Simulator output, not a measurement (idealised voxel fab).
The name of this process module is voxel fin reveal.
Xsec cut, 245 nm wide, square cell size 5 nm.
How to read a cross-section here: the picture is a grid of square cells, written as bands going from the top down, and any band can span one or more rows of cells. Band: top and bottom heights (nm) first, top before bottom; then materials from left to right, widths in nm. "all across" marks a sole material filling the band edge to edge. "blank" denotes empty space. Heights from 0 (as-received wafer is one material below). Bottom band endless downward, as "0 nm and below". Width: "30 to 40" (first number = top row, second number = bottom row, same change from row to row of cells). The designation "remained the same", where it is given for a processing step, indicates that no cell of the cross-section was altered in the course of that step. So "Listed closed voids" is basically the list of trapped voids: any empty space of 8 cells or more that can't reach the top through an opening. They're written width x height at distance, the distance being from the left edge, and it's all nm. Heads up: the bit after the settings on a step's line is the simulator's remark on that step. "overlay nm" answers the question of how far to the right of plan the mask lay on a step that has a mask, and when it is negative the answer is to the left.
-- Below is the list of planned process steps
| 1 | RECEIVE with material Si |
| 2 | CONFORMAL_DEP with material SiN, thk nm 10 |
| 3 | MASKED_ETCH with tone cover, mask id FINS, width nm 15, pitch nm 40, etch materials SiN, depth nm 10, overlay nm 0 |
| 4 | MASKED_ETCH with tone cover, mask id FINS, width nm 15, pitch nm 40, etch materials Si, depth nm 35, overlay nm 0 |
| 5 | OXIDIZE with depth nm 5 |
| 6 | FILL_DEP with material SiO2, thk nm 15 |
| 7 | CMP with height nm 10 |
| 8 | SELECTIVE_ETCH with etch materials SiO2, depth nm 20 |
| 9 | STRIP with etch materials SiN |
| 10 | CONFORMAL_DEP with material HfO2, thk nm 5 |
-- First wafer out of two, processed as planned
-- Cross-section of the wafer at receipt, which is the condition after step 1
- 0 nm and below = Si all across
- Listed closed voids: none
-- State of the wafer after step 2, shown in cross-section
- 10 nm to 0 nm = SiN all across
- Unchanged below 0.
-- State of the wafer after step 3, shown in cross-section
- 10 nm to 0 nm = blank 55 nm; SiN 15 nm; blank 25 nm; SiN 15 nm; blank 25 nm; SiN 15 nm; blank 25 nm; SiN 15 nm; blank 55 nm
- Unchanged below 0.
-- State of the wafer after step 4, shown in cross-section
- 10 nm to 0 nm = blank 55 nm; SiN 15 nm; blank 25 nm; SiN 15 nm; blank 25 nm; SiN 15 nm; blank 25 nm; SiN 15 nm; blank 55 nm
- 0 nm to -35 nm = blank 55 nm; Si 15 nm; blank 25 nm; Si 15 nm; blank 25 nm; Si 15 nm; blank 25 nm; Si 15 nm; blank 55 nm
- Unchanged below -35.
-- State of the wafer after step 5, shown in cross-section
- 10 nm to 0 nm = blank 55 nm; SiN 15 nm; blank 25 nm; SiN 15 nm; blank 25 nm; SiN 15 nm; blank 25 nm; SiN 15 nm; blank 55 nm
- 0 nm to -35 nm = blank 55 nm; SiO2 5 nm; Si 5 nm; SiO2 5 nm; blank 25 nm; SiO2 5 nm; Si 5 nm; SiO2 5 nm; blank 25 nm; SiO2 5 nm; Si 5 nm; SiO2 5 nm; blank 25 nm; SiO2 5 nm; Si 5 nm; SiO2 5 nm; blank 55 nm
- -35 nm to -40 nm = SiO2 60 nm; Si 5 nm; SiO2 35 nm; Si 5 nm; SiO2 35 nm; Si 5 nm; SiO2 35 nm; Si 5 nm; SiO2 60 nm
- Unchanged below -40.
-- State of the wafer after step 6, shown in cross-section
- 25 nm to 10 nm = SiO2 all across
- 10 nm to 0 nm = SiO2 55 nm; SiN 15 nm; SiO2 25 nm; SiN 15 nm; SiO2 25 nm; SiN 15 nm; SiO2 25 nm; SiN 15 nm; SiO2 55 nm
- 0 nm to -40 nm = SiO2 60 nm; Si 5 nm; SiO2 35 nm; Si 5 nm; SiO2 35 nm; Si 5 nm; SiO2 35 nm; Si 5 nm; SiO2 60 nm
- Unchanged below -40.
-- State of the wafer after step 7, shown in cross-section
- 10 nm to 0 nm = SiO2 55 nm; SiN 15 nm; SiO2 25 nm; SiN 15 nm; SiO2 25 nm; SiN 15 nm; SiO2 25 nm; SiN 15 nm; SiO2 55 nm
- Unchanged below 0.
-- State of the wafer after step 8, shown in cross-section
- 10 nm to 0 nm = blank 55 nm; SiN 15 nm; blank 25 nm; SiN 15 nm; blank 25 nm; SiN 15 nm; blank 25 nm; SiN 15 nm; blank 55 nm
- 0 nm to -10 nm = blank 60 nm; Si 5 nm; blank 35 nm; Si 5 nm; blank 35 nm; Si 5 nm; blank 35 nm; Si 5 nm; blank 60 nm
- Unchanged below -10.
-- State of the wafer after step 9, shown in cross-section
- 0 nm to -10 nm = blank 60 nm; Si 5 nm; blank 35 nm; Si 5 nm; blank 35 nm; Si 5 nm; blank 35 nm; Si 5 nm; blank 60 nm
- Unchanged below -10.
-- State of the wafer after step 10, shown in cross-section
- 5 nm to 0 nm = blank 55 nm; HfO2 15 nm; blank 25 nm; HfO2 15 nm; blank 25 nm; HfO2 15 nm; blank 25 nm; HfO2 15 nm; blank 55 nm
- 0 nm to -5 nm = blank 55 nm; HfO2 5 nm; Si 5 nm; HfO2 5 nm; blank 25 nm; HfO2 5 nm; Si 5 nm; HfO2 5 nm; blank 25 nm; HfO2 5 nm; Si 5 nm; HfO2 5 nm; blank 25 nm; HfO2 5 nm; Si 5 nm; HfO2 5 nm; blank 55 nm
- -5 nm to -10 nm = HfO2 60 nm; Si 5 nm; HfO2 35 nm; Si 5 nm; HfO2 35 nm; Si 5 nm; HfO2 35 nm; Si 5 nm; HfO2 60 nm
- Unchanged below -10.
-- Second Wafer (Identical Start and Plan, One Processing Error; Matches First Wafer Through Step 2)
-- Second wafer profile in section, at the moment step 3 of the plan was meant to be complete
- 10 nm to 0 nm = blank 60 nm; SiN 15 nm; blank 25 nm; SiN 15 nm; blank 25 nm; SiN 15 nm; blank 25 nm; SiN 15 nm; blank 50 nm
- Unchanged below 0.
-- Second wafer profile in section, at the moment step 4 of the plan was meant to be complete
- 10 nm to 0 nm = blank 60 nm; SiN 15 nm; blank 25 nm; SiN 15 nm; blank 25 nm; SiN 15 nm; blank 25 nm; SiN 15 nm; blank 50 nm
- 0 nm to -35 nm = blank 55 nm; Si 20 nm; blank 20 nm; Si 20 nm; blank 20 nm; Si 20 nm; blank 20 nm; Si 20 nm; blank 50 nm
- Unchanged below -35.
-- Second wafer profile in section, at the moment step 5 of the plan was meant to be complete
- 10 nm to 0 nm = blank 60 nm; SiN 15 nm; blank 25 nm; SiN 15 nm; blank 25 nm; SiN 15 nm; blank 25 nm; SiN 15 nm; blank 50 nm
- 0 nm to -5 nm = blank 55 nm; SiO2 10 nm; Si 5 nm; SiO2 5 nm; blank 20 nm; SiO2 10 nm; Si 5 nm; SiO2 5 nm; blank 20 nm; SiO2 10 nm; Si 5 nm; SiO2 5 nm; blank 20 nm; SiO2 10 nm; Si 5 nm; SiO2 5 nm; blank 50 nm
- -5 nm to -35 nm = blank 55 nm; SiO2 5 nm; Si 10 nm; SiO2 5 nm; blank 20 nm; SiO2 5 nm; Si 10 nm; SiO2 5 nm; blank 20 nm; SiO2 5 nm; Si 10 nm; SiO2 5 nm; blank 20 nm; SiO2 5 nm; Si 10 nm; SiO2 5 nm; blank 50 nm
- -35 nm to -40 nm = SiO2 60 nm; Si 10 nm; SiO2 30 nm; Si 10 nm; SiO2 30 nm; Si 10 nm; SiO2 30 nm; Si 10 nm; SiO2 55 nm
- Unchanged below -40.
-- Second wafer profile in section, at the moment step 6 of the plan was meant to be complete
- 25 nm to 10 nm = SiO2 all across
- 10 nm to 0 nm = SiO2 60 nm; SiN 15 nm; SiO2 25 nm; SiN 15 nm; SiO2 25 nm; SiN 15 nm; SiO2 25 nm; SiN 15 nm; SiO2 50 nm
- 0 nm to -5 nm = SiO2 65 nm; Si 5 nm; SiO2 35 nm; Si 5 nm; SiO2 35 nm; Si 5 nm; SiO2 35 nm; Si 5 nm; SiO2 55 nm
- -5 nm to -40 nm = SiO2 60 nm; Si 10 nm; SiO2 30 nm; Si 10 nm; SiO2 30 nm; Si 10 nm; SiO2 30 nm; Si 10 nm; SiO2 55 nm
- Unchanged below -40.
-- Second wafer profile in section, at the moment step 7 of the plan was meant to be complete
- 10 nm to 0 nm = SiO2 60 nm; SiN 15 nm; SiO2 25 nm; SiN 15 nm; SiO2 25 nm; SiN 15 nm; SiO2 25 nm; SiN 15 nm; SiO2 50 nm
- Unchanged below 0.
-- Second wafer profile in section, at the moment step 8 of the plan was meant to be complete
- 10 nm to 0 nm = blank 60 nm; SiN 15 nm; blank 25 nm; SiN 15 nm; blank 25 nm; SiN 15 nm; blank 25 nm; SiN 15 nm; blank 50 nm
- 0 nm to -10 nm = blank 65 to 60 nm; Si 5 to 10 nm; blank 35 to 30 nm; Si 5 to 10 nm; blank 35 to 30 nm; Si 5 to 10 nm; blank 35 to 30 nm; Si 5 to 10 nm; blank 55 nm
- Unchanged below -10.
-- Second wafer profile in section, at the moment step 9 of the plan was meant to be complete
- 0 nm to -10 nm = blank 65 to 60 nm; Si 5 to 10 nm; blank 35 to 30 nm; Si 5 to 10 nm; blank 35 to 30 nm; Si 5 to 10 nm; blank 35 to 30 nm; Si 5 to 10 nm; blank 55 nm
- Unchanged below -10.
-- Second wafer profile in section, at the moment step 10 of the plan was meant to be complete
- 5 nm to 0 nm = blank 60 nm; HfO2 15 nm; blank 25 nm; HfO2 15 nm; blank 25 nm; HfO2 15 nm; blank 25 nm; HfO2 15 nm; blank 50 nm
- 0 nm to -5 nm = blank 55 nm; HfO2 10 nm; Si 5 nm; HfO2 5 nm; blank 20 nm; HfO2 10 nm; Si 5 nm; HfO2 5 nm; blank 20 nm; HfO2 10 nm; Si 5 nm; HfO2 5 nm; blank 20 nm; HfO2 10 nm; Si 5 nm; HfO2 5 nm; blank 50 nm
- -5 nm to -10 nm = HfO2 60 nm; Si 10 nm; HfO2 30 nm; Si 10 nm; HfO2 30 nm; Si 10 nm; HfO2 30 nm; Si 10 nm; HfO2 55 nm
- Unchanged below -10.
Deviation noted in wafer processing: so step 3 ended up running with a different setting than we planned, it ran as MASKED_ETCH with tone cover, mask id FINS, width nm 15, pitch nm 40, etch materials SiN, depth nm 10, overlay nm 5
Wrapping up, a cell-based count of both wafers puts the second over or under the first for these materials: 28 more of Si, 24 fewer of SiO2
